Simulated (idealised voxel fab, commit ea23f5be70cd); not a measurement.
The following process module bears the name voxel double patterning.
This is section cut - it's 250 nm across, gridded in 5 nm square cells.
A cross-section is a grid of square cells, given in bands from the top down. A band is one or more rows of cells. The band entry comprises the height of the band's top followed by the height of its bottom, expressed in nm, and subsequently the band's materials from left to right, each stated together with its width in nm. Where a single material is marked with the word "full width", that material fills the band from edge to edge. The word "blank" represents empty space. Heights are reckoned from 0. Under this level, the received wafer is all of one material. The bottommost band is open-ended downward, for example "0 -> down". It should be noted that a width expressed as "30..40" varies in equal increments from row to row of cells within the band, taking the value of the first number at the top row and that of the second number at the bottom row. A step reported as "nothing changed" is a step in which no cell of the cross-section changed. "Closed voids list": empty spaces of 8 cells or more with no open way to the top, each given as width x height at distance, distance from the left edge, all in nm. Read whatever lies past the settings on a step's line as the simulator's own remark about the step. On any step carrying a mask, the "overlay nm" setting, if present on the step's line, tells how far right of its planned place the mask lay; negative values point to the left.

## Steps planned for the process
- 1: RECEIVE (material Si)
- 2: CONFORMAL_DEP (material SiO2; thk nm 10)
- 3: DIRECTIONAL_DEP (material polySi; thk nm 20)
- 4: DIRECTIONAL_DEP (material SiN; thk nm 5)
- 5: MASKED_ETCH (tone open; mask id FIRST; width nm 15; pitch nm 50; etch materials SiN; depth nm 5; overlay nm 0)
- 6: MASKED_ETCH (tone open; mask id SECOND; width nm 15; pitch nm 50; etch materials SiN; depth nm 5; overlay nm 0)
- 7: DIRECTIONAL_ETCH (etch materials polySi; depth nm 20)
- 8: STRIP (etch materials SiN)

## Delivered wafer in cross-section: state after step 1
* 0 -> down | Si full width
* Closed voids list: none

## Figure: cross-sectional view of the wafer upon completion of the module, processed from the initial state and according to the plan depicted above, with one error introduced during execution
* 30 -> 20 | SiO2 full width
* 20 -> 0 | polySi full width
* 0 -> down | Si full width
* Closed voids list: none
Error vs. plan: steps 2 and 3 traded places in the executed sequence
